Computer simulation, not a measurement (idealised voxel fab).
The document below concerns the process module designated voxel wiring stack.
The cross-section shown here is cut; it is 210 nm wide and divided into square cells measuring 5 nm on a side.
A cross-section is written here as square cells arranged in a grid, and it is given in bands from the top down, each band taking up one or more rows of cells. What a band's entry tells you: where the top is and where the bottom is, as heights in nm, and after that what lies inside, material by material from left to right, each with its width in nm. Empty space is written as the word "air", and a single material marked with the word "everywhere" occupies the band from edge to edge. We count height from 0. Below that, the starting wafer is all one material. The lowest band never ends at the bottom but goes on down; see "0 nm and below" for how that is written. A width given as "30 to 40" starts at the first number in the band's top row and ends at the second number in its bottom row, shifting by an equal amount at every step from row to row. The cross-section has no changed cell in any step marked "no change". "Voids, enclosed" enumerates empty spaces isolated from the top, with no open way to it, that contain at least 8 cells, giving each as width x height at distance from the left edge, all three in nm. The remark found on a step's line after its settings is issued by the simulator itself and pertains to that step. "overlay nm" on a masked step: distance the mask lay right of its planned place, negative for left. Pairs follow: section before one process step, section after it down to the lowest changed band, step with settings underneath. Pairs may come from different runs of this module on the same starting wafer; continuity with the pair above only as stated in the "Pre-step profile" entry.

Pre-step profile
125 nm to 120 nm = Cu everywhere
120 nm to 115 nm = TiN=45 | Cu=15 | TiN=25 | Cu=10 | TiN=20 | Cu=15 | TiN=25 | Cu=10 | TiN=45
115 nm to 100 nm = SiO2=40 | TiN=5 | Cu=15 | TiN=5 | SiO2=15 | TiN=5 | Cu=10 | TiN=5 | SiO2=10 | TiN=5 | Cu=15 | TiN=5 | SiO2=15 | TiN=5 | Cu=10 | TiN=5 | SiO2=40
100 nm to 95 nm = SiO2=40 | TiN=5 | Cu=5 | TiN=15 | SiO2=15 | TiN=20 | SiO2=10 | TiN=5 | Cu=5 | TiN=15 | SiO2=15 | TiN=20 | SiO2=40
95 nm to 90 nm = SiO2=40 | TiN=5 | Cu=5 | TiN=5 | SiO2=55 | TiN=5 | Cu=5 | TiN=5 | SiO2=85
90 nm to 85 nm = SiO2=40 | TiN=15 | SiO2=55 | TiN=15 | SiO2=85
85 nm to 80 nm = SiCN=45 | TiN=10 | SiCN=60 | TiN=10 | SiCN=85
80 nm to 65 nm = SiO2=40 | TiN=5 | Cu=10 | TiN=5 | SiO2=15 | TiN=5 | Cu=10 | TiN=5 | SiO2=15 | TiN=5 | Cu=10 | TiN=5 | SiO2=15 | TiN=5 | Cu=10 | TiN=5 | SiO2=45
65 nm to 60 nm = SiO2=40 | TiN=5 | Cu=5 | TiN=10 | SiO2=15 | TiN=5 | Cu=5 | TiN=10 | SiO2=15 | TiN=5 | Cu=5 | TiN=10 | SiO2=15 | TiN=5 | Cu=5 | TiN=10 | SiO2=45
60 nm to 50 nm = SiO2=40 | TiN=5 | Cu=5 | TiN=5 | SiO2=20 | TiN=5 | Cu=5 | TiN=5 | SiO2=20 | TiN=5 | Cu=5 | TiN=5 | SiO2=20 | TiN=5 | Cu=5 | TiN=5 | SiO2=50
50 nm to 45 nm = SiCN=40 | TiN=15 | SiCN=20 | TiN=15 | SiCN=20 | TiN=15 | SiCN=20 | TiN=15 | SiCN=50
45 nm to 20 nm = SiO2=40 | TiN=5 | Cu=10 | TiN=5 | SiO2=15 | TiN=5 | Cu=10 | TiN=5 | SiO2=15 | TiN=5 | Cu=10 | TiN=5 | SiO2=15 | TiN=5 | Cu=10 | TiN=5 | SiO2=45
20 nm to 15 nm = SiCN=40 | TiN=20 | SiCN=15 | TiN=20 | SiCN=15 | TiN=20 | SiCN=15 | TiN=20 | SiCN=45
15 nm to 0 nm = SiO2 everywhere
0 nm and below = Si everywhere
Voids, enclosed: none

Structure After Step
115 nm to 100 nm = SiO2=40 | TiN=5 | Cu=15 | TiN=5 | SiO2=15 | TiN=5 | Cu=10 | TiN=5 | SiO2=10 | TiN=5 | Cu=15 | TiN=5 | SiO2=15 | TiN=5 | Cu=10 | TiN=5 | SiO2=40
below 100: unchanged
Voids, enclosed: none
Step that separates the before view from the after view above: CMP with height nm 115

Pre-step profile: as in the pair right above, post-step view.

Structure After Step
120 nm to 115 nm = SiCN everywhere
below 115: unchanged
Voids, enclosed: none
Step that separates the before view from the after view above: CONFORMAL_DEP with material SiCN, thk nm 5

Pre-step profile
0 nm and below = Si everywhere
Voids, enclosed: none

Structure After Step
15 nm to 0 nm = TiN everywhere
below 0: unchanged
Voids, enclosed: none
Step that separates the before view from the after view above: CONFORMAL_DEP with material TiN, thk nm 15

Pre-step profile: as in the pair right above, post-step view.

Structure After Step
20 nm to 15 nm = SiCN everywhere
below 15: unchanged
Voids, enclosed: none
Step that separates the before view from the after view above: CONFORMAL_DEP with material SiCN, thk nm 5

Pre-step profile: as in the pair right above, post-step view.

Structure After Step
45 nm to 20 nm = SiO2 everywhere
below 20: unchanged
Voids, enclosed: none
Step that separates the before view from the after view above: DIRECTIONAL_DEP with material SiO2, thk nm 25

Pre-step profile: as in the pair right above, post-step view.

Structure After Step
65 nm to 45 nm = resist=40 | air=20 | resist=15 | air=20 | resist=15 | air=20 | resist=15 | air=20 | resist=45
below 45: unchanged
Voids, enclosed: none
Step that separates the before view from the after view above: PATTERN with tone open, mask id METAL_1, material resist, width nm 20, pitch nm 35, thk nm 20, overlay nm 0

Pre-step profile: as in the pair right above, post-step view.

Structure After Step
65 nm to 45 nm = resist=40 | air=20 | resist=15 | air=20 | resist=15 | air=20 | resist=15 | air=20 | resist=45
45 nm to 20 nm = SiO2=40 | air=20 | SiO2=15 | air=20 | SiO2=15 | air=20 | SiO2=15 | air=20 | SiO2=45
below 20: unchanged
Voids, enclosed: none
Step that separates the before view from the after view above: DIRECTIONAL_ETCH with etch materials SiO2, depth nm 25

Pre-step profile: as in the pair right above, post-step view.

Structure After Step
65 nm to 45 nm = resist=40 | air=20 | resist=15 | air=20 | resist=15 | air=20 | resist=15 | air=20 | resist=45
45 nm to 20 nm = SiO2=40 | air=20 | SiO2=15 | air=20 | SiO2=15 | air=20 | SiO2=15 | air=20 | SiO2=45
20 nm to 15 nm = SiCN=40 | air=20 | SiCN=15 | air=20 | SiCN=15 | air=20 | SiCN=15 | air=20 | SiCN=45
below 15: unchanged
Voids, enclosed: none
Step that separates the before view from the after view above: DIRECTIONAL_ETCH with etch materials SiCN, depth nm 5

Pre-step profile: as in the pair right above, post-step view.

Structure After Step
45 nm to 20 nm = SiO2=40 | air=20 | SiO2=15 | air=20 | SiO2=15 | air=20 | SiO2=15 | air=20 | SiO2=45
below 20: unchanged
Voids, enclosed: none
Step that separates the before view from the after view above: STRIP with etch materials resist

Pre-step profile: as in the pair right above, post-step view.

Structure After Step
50 nm to 45 nm = TiN=45 | air=10 | TiN=25 | air=10 | TiN=25 | air=10 | TiN=25 | air=10 | TiN=50
45 nm to 20 nm = SiO2=40 | TiN=5 | air=10 | TiN=5 | SiO2=15 | TiN=5 | air=10 | TiN=5 | SiO2=15 | TiN=5 | air=10 | TiN=5 | SiO2=15 | TiN=5 | air=10 | TiN=5 | SiO2=45
20 nm to 15 nm = SiCN=40 | TiN=20 | SiCN=15 | TiN=20 | SiCN=15 | TiN=20 | SiCN=15 | TiN=20 | SiCN=45
below 15: unchanged
Voids, enclosed: none
Step that separates the before view from the after view above: CONFORMAL_DEP with material TiN, thk nm 5

Pre-step profile: as in the pair right above, post-step view.

Structure After Step
55 nm to 50 nm = Cu everywhere
50 nm to 45 nm = TiN=45 | Cu=10 | TiN=25 | Cu=10 | TiN=25 | Cu=10 | TiN=25 | Cu=10 | TiN=50
45 nm to 20 nm = SiO2=40 | TiN=5 | Cu=10 | TiN=5 | SiO2=15 | TiN=5 | Cu=10 | TiN=5 | SiO2=15 | TiN=5 | Cu=10 | TiN=5 | SiO2=15 | TiN=5 | Cu=10 | TiN=5 | SiO2=45
below 20: unchanged
Voids, enclosed: none
Step that separates the before view from the after view above: FILL_DEP with material Cu, thk nm 5

Pre-step profile: as in the pair right above, post-step view.

Structure After Step
45 nm to 20 nm = SiO2=40 | TiN=5 | Cu=10 | TiN=5 | SiO2=15 | TiN=5 | Cu=10 | TiN=5 | SiO2=15 | TiN=5 | Cu=10 | TiN=5 | SiO2=15 | TiN=5 | Cu=10 | TiN=5 | SiO2=45
below 20: unchanged
Voids, enclosed: none
Step that separates the before view from the after view above: CMP with height nm 45

Pre-step profile: as in the pair right above, post-step view.

Structure After Step
50 nm to 45 nm = SiCN everywhere
below 45: unchanged
Voids, enclosed: none
Step that separates the before view from the after view above: CONFORMAL_DEP with material SiCN, thk nm 5

Pre-step profile: as in the pair right above, post-step view.

Structure After Step
80 nm to 50 nm = SiO2 everywhere
below 50: unchanged
Voids, enclosed: none
Step that separates the before view from the after view above: DIRECTIONAL_DEP with material SiO2, thk nm 30

Pre-step profile: as in the pair right above, post-step view.

Structure After Step
90 nm to 80 nm = aC everywhere
below 80: unchanged
Voids, enclosed: none
Step that separates the before view from the after view above: DIRECTIONAL_DEP with material aC, thk nm 10

Pre-step profile: as in the pair right above, post-step view.

Structure After Step
115 nm to 90 nm = resist=40 | air=15 | resist=20 | air=15 | resist=20 | air=15 | resist=20 | air=15 | resist=50
below 90: unchanged
Voids, enclosed: none
Step that separates the before view from the after view above: PATTERN with tone open, mask id METAL_2_HOLES, material resist, width nm 15, pitch nm 35, thk nm 25, overlay nm 0

Pre-step profile: as in the pair right above, post-step view.

Structure After Step
105 nm to 90 nm = resist=40 | air=15 | resist=20 | air=15 | resist=20 | air=15 | resist=20 | air=15 | resist=50
90 nm to 80 nm = aC=40 | air=15 | aC=20 | air=15 | aC=20 | air=15 | aC=20 | air=15 | aC=50
below 80: unchanged
Voids, enclosed: none
Step that separates the before view from the after view above: DIRECTIONAL_ETCH with etch materials aC, depth nm 10

Pre-step profile: as in the pair right above, post-step view.

Structure After Step
90 nm to 80 nm = aC=40 | air=15 | aC=20 | air=15 | aC=20 | air=15 | aC=20 | air=15 | aC=50
below 80: unchanged
Voids, enclosed: none
Step that separates the before view from the after view above: STRIP with etch materials resist

Pre-step profile: as in the pair right above, post-step view.

Structure After Step
90 nm to 80 nm = aC=40 | air=15 | aC=20 | air=15 | aC=20 | air=15 | aC=20 | air=15 | aC=50
80 nm to 50 nm = SiO2=40 | air=15 | SiO2=20 | air=15 | SiO2=20 | air=15 | SiO2=20 | air=15 | SiO2=50
below 50: unchanged
Voids, enclosed: none
Step that separates the before view from the after view above: DIRECTIONAL_ETCH with etch materials SiO2, depth nm 30

Pre-step profile: as in the pair right above, post-step view.

Structure After Step
80 nm to 50 nm = SiO2=40 | air=15 | SiO2=20 | air=15 | SiO2=20 | air=15 | SiO2=20 | air=15 | SiO2=50
below 50: unchanged
Voids, enclosed: none
Step that separates the before view from the after view above: STRIP with etch materials aC

Pre-step profile: as in the pair right above, post-step view.

Structure After Step
95 nm to 80 nm = aC=40 | air=15 | aC=20 | air=15 | aC=20 | air=15 | aC=20 | air=15 | aC=50
80 nm to 65 nm = SiO2=40 | air=15 | SiO2=20 | air=15 | SiO2=20 | air=15 | SiO2=20 | air=15 | SiO2=50
65 nm to 50 nm = SiO2=40 | aC=15 | SiO2=20 | aC=15 | SiO2=20 | aC=15 | SiO2=20 | aC=15 | SiO2=50
below 50: unchanged
Voids, enclosed: none
Step that separates the before view from the after view above: DIRECTIONAL_DEP with material aC, thk nm 15

Pre-step profile: as in the pair right above, post-step view.

Structure After Step
125 nm to 95 nm = resist=40 | air=20 | resist=15 | air=20 | resist=15 | air=20 | resist=15 | air=20 | resist=45
below 95: unchanged
Voids, enclosed: none
Step that separates the before view from the after view above: PATTERN with tone open, mask id METAL_2, material resist, width nm 20, pitch nm 35, thk nm 30, overlay nm 0

Pre-step profile: as in the pair right above, post-step view.

Structure After Step
110 nm to 95 nm = resist=40 | air=20 | resist=15 | air=20 | resist=15 | air=20 | resist=15 | air=20 | resist=45
95 nm to 80 nm = aC=40 | air=20 | aC=15 | air=20 | aC=15 | air=20 | aC=15 | air=20 | aC=45
80 nm to 50 nm = SiO2=40 | air=15 | SiO2=20 | air=15 | SiO2=20 | air=15 | SiO2=20 | air=15 | SiO2=50
below 50: unchanged
Voids, enclosed: none
Step that separates the before view from the after view above: DIRECTIONAL_ETCH with etch materials aC, depth nm 15

Pre-step profile: as in the pair right above, post-step view.

Structure After Step
95 nm to 80 nm = aC=40 | air=20 | aC=15 | air=20 | aC=15 | air=20 | aC=15 | air=20 | aC=45
below 80: unchanged
Voids, enclosed: none
Step that separates the before view from the after view above: STRIP with etch materials resist

Pre-step profile: as in the pair right above, post-step view.

Structure After Step
95 nm to 80 nm = aC=40 | air=20 | aC=15 | air=20 | aC=15 | air=20 | aC=15 | air=20 | aC=45
80 nm to 60 nm = SiO2=40 | air=20 | SiO2=15 | air=20 | SiO2=15 | air=20 | SiO2=15 | air=20 | SiO2=45
below 60: unchanged
Voids, enclosed: none
Step that separates the before view from the after view above: DIRECTIONAL_ETCH with etch materials SiO2, depth nm 20

Pre-step profile: as in the pair right above, post-step view.

Structure After Step
95 nm to 80 nm = aC=40 | air=20 | aC=15 | air=20 | aC=15 | air=20 | aC=15 | air=20 | aC=45
80 nm to 60 nm = SiO2=40 | air=20 | SiO2=15 | air=20 | SiO2=15 | air=20 | SiO2=15 | air=20 | SiO2=45
60 nm to 50 nm = SiO2=40 | air=15 | SiO2=20 | air=15 | SiO2=20 | air=15 | SiO2=20 | air=15 | SiO2=50
50 nm to 45 nm = SiCN=40 | air=15 | SiCN=20 | air=15 | SiCN=20 | air=15 | SiCN=20 | air=15 | SiCN=50
below 45: unchanged
Voids, enclosed: none
Step that separates the before view from the after view above: DIRECTIONAL_ETCH with etch materials SiCN, depth nm 5

Pre-step profile: as in the pair right above, post-step view.

Structure After Step
80 nm to 60 nm = SiO2=40 | air=20 | SiO2=15 | air=20 | SiO2=15 | air=20 | SiO2=15 | air=20 | SiO2=45
below 60: unchanged
Voids, enclosed: none
Step that separates the before view from the after view above: STRIP with etch materials aC

Pre-step profile: as in the pair right above, post-step view.

Structure After Step
85 nm to 80 nm = TiN=45 | air=10 | TiN=25 | air=10 | TiN=25 | air=10 | TiN=25 | air=10 | TiN=50
80 nm to 65 nm = SiO2=40 | TiN=5 | air=10 | TiN=5 | SiO2=15 | TiN=5 | air=10 | TiN=5 | SiO2=15 | TiN=5 | air=10 | TiN=5 | SiO2=15 | TiN=5 | air=10 | TiN=5 | SiO2=45
65 nm to 60 nm = SiO2=40 | TiN=5 | air=5 | TiN=10 | SiO2=15 | TiN=5 | air=5 | TiN=10 | SiO2=15 | TiN=5 | air=5 | TiN=10 | SiO2=15 | TiN=5 | air=5 | TiN=10 | SiO2=45
60 nm to 50 nm = SiO2=40 | TiN=5 | air=5 | TiN=5 | SiO2=20 | TiN=5 | air=5 | TiN=5 | SiO2=20 | TiN=5 | air=5 | TiN=5 | SiO2=20 | TiN=5 | air=5 | TiN=5 | SiO2=50
50 nm to 45 nm = SiCN=40 | TiN=15 | SiCN=20 | TiN=15 | SiCN=20 | TiN=15 | SiCN=20 | TiN=15 | SiCN=50
below 45: unchanged
Voids, enclosed: none
Step that separates the before view from the after view above: CONFORMAL_DEP with material TiN, thk nm 5

Pre-step profile: as in the pair right above, post-step view.

Structure After Step
95 nm to 85 nm = Cu everywhere
85 nm to 80 nm = TiN=45 | Cu=10 | TiN=25 | Cu=10 | TiN=25 | Cu=10 | TiN=25 | Cu=10 | TiN=50
80 nm to 65 nm = SiO2=40 | TiN=5 | Cu=10 | TiN=5 | SiO2=15 | TiN=5 | Cu=10 | TiN=5 | SiO2=15 | TiN=5 | Cu=10 | TiN=5 | SiO2=15 | TiN=5 | Cu=10 | TiN=5 | SiO2=45
65 nm to 60 nm = SiO2=40 | TiN=5 | Cu=5 | TiN=10 | SiO2=15 | TiN=5 | Cu=5 | TiN=10 | SiO2=15 | TiN=5 | Cu=5 | TiN=10 | SiO2=15 | TiN=5 | Cu=5 | TiN=10 | SiO2=45
60 nm to 50 nm = SiO2=40 | TiN=5 | Cu=5 | TiN=5 | SiO2=20 | TiN=5 | Cu=5 | TiN=5 | SiO2=20 | TiN=5 | Cu=5 | TiN=5 | SiO2=20 | TiN=5 | Cu=5 | TiN=5 | SiO2=50
below 50: unchanged
Voids, enclosed: none
Step that separates the before view from the after view above: FILL_DEP with material Cu, thk nm 10

Pre-step profile: as in the pair right above, post-step view.

Structure After Step
80 nm to 65 nm = SiO2=40 | TiN=5 | Cu=10 | TiN=5 | SiO2=15 | TiN=5 | Cu=10 | TiN=5 | SiO2=15 | TiN=5 | Cu=10 | TiN=5 | SiO2=15 | TiN=5 | Cu=10 | TiN=5 | SiO2=45
below 65: unchanged
Voids, enclosed: none
Step that separates the before view from the after view above: CMP with height nm 80

Pre-step profile: as in the pair right above, post-step view.

Structure After Step
85 nm to 80 nm = SiCN everywhere
below 80: unchanged
Voids, enclosed: none
Step that separates the before view from the after view above: CONFORMAL_DEP with material SiCN, thk nm 5

Pre-step profile: as in the pair right above, post-step view.

Structure After Step
115 nm to 85 nm = SiO2 everywhere
below 85: unchanged
Voids, enclosed: none
Step that separates the before view from the after view above: DIRECTIONAL_DEP with material SiO2, thk nm 30

Pre-step profile: as in the pair right above, post-step view.

Structure After Step
115 nm to 85 nm = SiO2=40 | air=15 | SiO2=55 | air=15 | SiO2=85
below 85: unchanged
Voids, enclosed: none
Step that separates the before view from the after view above: MASKED_ETCH with tone open, mask id METAL_3_HOLES, width nm 15, pitch nm 70, etch materials SiO2, depth nm 30, overlay nm 0

Pre-step profile: as in the pair right above, post-step view.

Structure After Step
130 nm to 115 nm = aC=40 | air=15 | aC=55 | air=15 | aC=85
115 nm to 100 nm = SiO2=40 | air=15 | SiO2=55 | air=15 | SiO2=85
100 nm to 85 nm = SiO2=40 | aC=15 | SiO2=55 | aC=15 | SiO2=85
below 85: unchanged
Voids, enclosed: none
Step that separates the before view from the after view above: DIRECTIONAL_DEP with material aC, thk nm 15

Pre-step profile: as in the pair right above, post-step view.

Structure After Step
165 nm to 130 nm = resist=40 | air=20 | resist=15 | air=20 | resist=15 | air=20 | resist=15 | air=20 | resist=45
below 130: unchanged
Voids, enclosed: none
Step that separates the before view from the after view above: PATTERN with tone open, mask id METAL_3, material resist, width nm 20, pitch nm 35, thk nm 35, overlay nm 0

Pre-step profile: as in the pair right above, post-step view.

Structure After Step
150 nm to 130 nm = resist=40 | air=20 | resist=15 | air=20 | resist=15 | air=20 | resist=15 | air=20 | resist=45
130 nm to 115 nm = aC=40 | air=20 | aC=15 | air=20 | aC=15 | air=20 | aC=15 | air=20 | aC=45
115 nm to 85 nm = SiO2=40 | air=15 | SiO2=55 | air=15 | SiO2=85
below 85: unchanged
Voids, enclosed: none
Step that separates the before view from the after view above: DIRECTIONAL_ETCH with etch materials aC, depth nm 15

Pre-step profile: as in the pair right above, post-step view.

Structure After Step
130 nm to 115 nm = aC=40 | air=20 | aC=15 | air=20 | aC=15 | air=20 | aC=15 | air=20 | aC=45
below 115: unchanged
Voids, enclosed: none
Step that separates the before view from the after view above: STRIP with etch materials resist

Pre-step profile: as in the pair right above, post-step view.

Structure After Step
130 nm to 115 nm = aC=40 | air=20 | aC=15 | air=20 | aC=15 | air=20 | aC=15 | air=20 | aC=45
115 nm to 95 nm = SiO2=40 | air=20 | SiO2=15 | air=20 | SiO2=15 | air=20 | SiO2=15 | air=20 | SiO2=45
below 95: unchanged
Voids, enclosed: none
Step that separates the before view from the after view above: DIRECTIONAL_ETCH with etch materials SiO2, depth nm 20

Pre-step profile: as in the pair right above, post-step view.

Structure After Step
130 nm to 115 nm = aC=40 | air=20 | aC=15 | air=20 | aC=15 | air=20 | aC=15 | air=20 | aC=45
115 nm to 95 nm = SiO2=40 | air=20 | SiO2=15 | air=20 | SiO2=15 | air=20 | SiO2=15 | air=20 | SiO2=45
95 nm to 85 nm = SiO2=40 | air=15 | SiO2=55 | air=15 | SiO2=85
85 nm to 80 nm = SiCN=40 | air=15 | SiCN=55 | air=15 | SiCN=85
below 80: unchanged
Voids, enclosed: none
Step that separates the before view from the after view above: DIRECTIONAL_ETCH with etch materials SiCN, depth nm 5

Pre-step profile: as in the pair right above, post-step view.

Structure After Step
115 nm to 95 nm = SiO2=40 | air=20 | SiO2=15 | air=20 | SiO2=15 | air=20 | SiO2=15 | air=20 | SiO2=45
below 95: unchanged
Voids, enclosed: none
Step that separates the before view from the after view above: STRIP with etch materials aC

Pre-step profile: as in the pair right above, post-step view.

Structure After Step
120 nm to 115 nm = TiN=45 | air=10 | TiN=25 | air=10 | TiN=25 | air=10 | TiN=25 | air=10 | TiN=50
115 nm to 100 nm = SiO2=40 | TiN=5 | air=10 | TiN=5 | SiO2=15 | TiN=5 | air=10 | TiN=5 | SiO2=15 | TiN=5 | air=10 | TiN=5 | SiO2=15 | TiN=5 | air=10 | TiN=5 | SiO2=45
100 nm to 95 nm = SiO2=40 | TiN=5 | air=5 | TiN=10 | SiO2=15 | TiN=20 | SiO2=15 | TiN=5 | air=5 | TiN=10 | SiO2=15 | TiN=20 | SiO2=45
95 nm to 85 nm = SiO2=40 | TiN=5 | air=5 | TiN=5 | SiO2=55 | TiN=5 | air=5 | TiN=5 | SiO2=85
85 nm to 80 nm = SiCN=40 | TiN=15 | SiCN=55 | TiN=15 | SiCN=85
below 80: unchanged
Voids, enclosed: none
Step that separates the before view from the after view above: CONFORMAL_DEP with material TiN, thk nm 5

Pre-step profile: as in the pair right above, post-step view.

Structure After Step
125 nm to 120 nm = Cu everywhere
120 nm to 115 nm = TiN=45 | Cu=10 | TiN=25 | Cu=10 | TiN=25 | Cu=10 | TiN=25 | Cu=10 | TiN=50
115 nm to 100 nm = SiO2=40 | TiN=5 | Cu=10 | TiN=5 | SiO2=15 | TiN=5 | Cu=10 | TiN=5 | SiO2=15 | TiN=5 | Cu=10 | TiN=5 | SiO2=15 | TiN=5 | Cu=10 | TiN=5 | SiO2=45
100 nm to 95 nm = SiO2=40 | TiN=5 | Cu=5 | TiN=10 | SiO2=15 | TiN=20 | SiO2=15 | TiN=5 | Cu=5 | TiN=10 | SiO2=15 | TiN=20 | SiO2=45
95 nm to 85 nm = SiO2=40 | TiN=5 | Cu=5 | TiN=5 | SiO2=55 | TiN=5 | Cu=5 | TiN=5 | SiO2=85
below 85: unchanged
Voids, enclosed: none
Step that separates the before view from the after view above: FILL_DEP with material Cu, thk nm 5

Pre-step profile: as in the pair right above, post-step view.

Structure After Step
115 nm to 100 nm = SiO2=40 | TiN=5 | Cu=10 | TiN=5 | SiO2=15 | TiN=5 | Cu=10 | TiN=5 | SiO2=15 | TiN=5 | Cu=10 | TiN=5 | SiO2=15 | TiN=5 | Cu=10 | TiN=5 | SiO2=45
below 100: unchanged
Voids, enclosed: none
Step that separates the before view from the after view above: CMP with height nm 115

Pre-step profile: as in the pair right above, post-step view.

Structure After Step
120 nm to 115 nm = SiCN everywhere
below 115: unchanged
Voids, enclosed: none
Step that separates the before view from the after view above: CONFORMAL_DEP with material SiCN, thk nm 5

Pre-step profile
95 nm to 80 nm = aC=40 | air=15 | aC=20 | air=15 | aC=20 | air=15 | aC=20 | air=15 | aC=50
80 nm to 65 nm = SiO2=40 | air=15 | SiO2=20 | air=15 | SiO2=20 | air=15 | SiO2=20 | air=15 | SiO2=50
65 nm to 50 nm = SiO2=40 | aC=15 | SiO2=20 | aC=15 | SiO2=20 | aC=15 | SiO2=20 | aC=15 | SiO2=50
50 nm to 45 nm = SiCN everywhere
45 nm to 20 nm = SiO2=40 | TiN=5 | Cu=10 | TiN=5 | SiO2=15 | TiN=5 | Cu=10 | TiN=5 | SiO2=15 | TiN=5 | Cu=10 | TiN=5 | SiO2=15 | TiN=5 | Cu=10 | TiN=5 | SiO2=45
20 nm to 15 nm = SiCN=40 | TiN=20 | SiCN=15 | TiN=20 | SiCN=15 | TiN=20 | SiCN=15 | TiN=20 | SiCN=45
15 nm to 0 nm = SiO2 everywhere
0 nm and below = Si everywhere
Voids, enclosed: none

Structure After Step
125 nm to 95 nm = air=40 | resist=20 | air=15 | resist=20 | air=15 | resist=20 | air=15 | resist=20 | air=45
95 nm to 80 nm = aC=40 | resist=15 | aC=20 | resist=15 | aC=20 | resist=15 | aC=20 | resist=15 | aC=50
80 nm to 65 nm = SiO2=40 | resist=15 | SiO2=20 | resist=15 | SiO2=20 | resist=15 | SiO2=20 | resist=15 | SiO2=50
below 65: unchanged
Voids, enclosed: none
Step that separates the before view from the after view above: PATTERN with tone cover, mask id METAL_2, material resist, width nm 20, pitch nm 35, thk nm 30, overlay nm 0

Pre-step profile: as in the pair right above, post-step view.

Structure After Step
110 nm to 95 nm = air=40 | resist=20 | air=15 | resist=20 | air=15 | resist=20 | air=15 | resist=20 | air=45
95 nm to 80 nm = air=40 | resist=15 | aC=5 | air=15 | resist=15 | aC=5 | air=15 | resist=15 | aC=5 | air=15 | resist=15 | aC=5 | air=45
below 80: unchanged
Voids, enclosed: none
Step that separates the before view from the after view above: DIRECTIONAL_ETCH with etch materials aC, depth nm 15

Pre-step profile: as in the pair right above, post-step view.

Structure After Step
95 nm to 80 nm = air=55 | aC=5 | air=30 | aC=5 | air=30 | aC=5 | air=30 | aC=5 | air=45
80 nm to 65 nm = SiO2=40 | air=15 | SiO2=20 | air=15 | SiO2=20 | air=15 | SiO2=20 | air=15 | SiO2=50
below 65: unchanged
Voids, enclosed: none
Step that separates the before view from the after view above: STRIP with etch materials resist

Pre-step profile: as in the pair right above, post-step view.

Structure After Step
95 nm to 80 nm = air=55 | aC=5 | air=30 | aC=5 | air=30 | aC=5 | air=30 | aC=5 | air=45
80 nm to 65 nm = air=55 | SiO2=5 | air=30 | SiO2=5 | air=30 | SiO2=5 | air=30 | SiO2=5 | air=45
65 nm to 60 nm = air=40 | aC=15 | SiO2=5 | air=15 | aC=15 | SiO2=5 | air=15 | aC=15 | SiO2=5 | air=15 | aC=15 | SiO2=5 | air=45
below 60: unchanged
Voids, enclosed: none
Step that separates the before view from the after view above: DIRECTIONAL_ETCH with etch materials SiO2, depth nm 20

Pre-step profile: as in the pair right above, post-step view.

Structure After Step
80 nm to 60 nm = air=55 | SiO2=5 | air=30 | SiO2=5 | air=30 | SiO2=5 | air=30 | SiO2=5 | air=45
60 nm to 50 nm = SiO2=40 | air=15 | SiO2=20 | air=15 | SiO2=20 | air=15 | SiO2=20 | air=15 | SiO2=50
below 50: unchanged
Voids, enclosed: none
Step that separates the before view from the after view above: STRIP with etch materials aC

Pre-step profile: as in the pair right above, post-step view.

Structure After Step
85 nm to 80 nm = air=50 | TiN=15 | air=20 | TiN=15 | air=20 | TiN=15 | air=20 | TiN=15 | air=40
80 nm to 65 nm = air=50 | TiN=5 | SiO2=5 | TiN=5 | air=20 | TiN=5 | SiO2=5 | TiN=5 | air=20 | TiN=5 | SiO2=5 | TiN=5 | air=20 | TiN=5 | SiO2=5 | TiN=5 | air=40
65 nm to 60 nm = TiN=45 | air=5 | TiN=5 | SiO2=5 | TiN=20 | air=5 | TiN=5 | SiO2=5 | TiN=20 | air=5 | TiN=5 | SiO2=5 | TiN=20 | air=5 | TiN=5 | SiO2=5 | TiN=45
60 nm to 55 nm = SiO2=40 | TiN=5 | air=5 | TiN=5 | SiO2=20 | TiN=5 | air=5 | TiN=5 | SiO2=20 | TiN=5 | air=5 | TiN=5 | SiO2=20 | TiN=5 | air=5 | TiN=5 | SiO2=50
55 nm to 50 nm = SiO2=40 | TiN=15 | SiO2=20 | TiN=15 | SiO2=20 | TiN=15 | SiO2=20 | TiN=15 | SiO2=50
below 50: unchanged
Voids, enclosed: none
Step that separates the before view from the after view above: CONFORMAL_DEP with material TiN, thk nm 5

Pre-step profile: as in the pair right above, post-step view.

Structure After Step
95 nm to 85 nm = Cu everywhere
85 nm to 80 nm = Cu=50 | TiN=15 | Cu=20 | TiN=15 | Cu=20 | TiN=15 | Cu=20 | TiN=15 | Cu=40
80 nm to 65 nm = Cu=50 | TiN=5 | SiO2=5 | TiN=5 | Cu=20 | TiN=5 | SiO2=5 | TiN=5 | Cu=20 | TiN=5 | SiO2=5 | TiN=5 | Cu=20 | TiN=5 | SiO2=5 | TiN=5 | Cu=40
65 nm to 60 nm = TiN=45 | Cu=5 | TiN=5 | SiO2=5 | TiN=20 | Cu=5 | TiN=5 | SiO2=5 | TiN=20 | Cu=5 | TiN=5 | SiO2=5 | TiN=20 | Cu=5 | TiN=5 | SiO2=5 | TiN=45
60 nm to 55 nm = SiO2=40 | TiN=5 | Cu=5 | TiN=5 | SiO2=20 | TiN=5 | Cu=5 | TiN=5 | SiO2=20 | TiN=5 | Cu=5 | TiN=5 | SiO2=20 | TiN=5 | Cu=5 | TiN=5 | SiO2=50
below 55: unchanged
Voids, enclosed: none
Step that separates the before view from the after view above: FILL_DEP with material Cu, thk nm 10

Pre-step profile: as in the pair right above, post-step view.

Structure After Step
80 nm to 65 nm = Cu=50 | TiN=5 | SiO2=5 | TiN=5 | Cu=20 | TiN=5 | SiO2=5 | TiN=5 | Cu=20 | TiN=5 | SiO2=5 | TiN=5 | Cu=20 | TiN=5 | SiO2=5 | TiN=5 | Cu=40
below 65: unchanged
Voids, enclosed: none
Step that separates the before view from the after view above: CMP with height nm 80

Pre-step profile: as in the pair right above, post-step view.

Structure After Step
85 nm to 80 nm = SiCN everywhere
below 80: unchanged
Voids, enclosed: none
Step that separates the before view from the after view above: CONFORMAL_DEP with material SiCN, thk nm 5

Pre-step profile: as in the pair right above, post-step view.

Structure After Step
115 nm to 85 nm = SiO2 everywhere
below 85: unchanged
Voids, enclosed: none
Step that separates the before view from the after view above: DIRECTIONAL_DEP with material SiO2, thk nm 30

Pre-step profile: as in the pair right above, post-step view.

Structure After Step
115 nm to 85 nm = SiO2=40 | air=15 | SiO2=55 | air=15 | SiO2=85
below 85: unchanged
Voids, enclosed: none
Step that separates the before view from the after view above: MASKED_ETCH with tone open, mask id METAL_3_HOLES, width nm 15, pitch nm 70, etch materials SiO2, depth nm 30, overlay nm 0
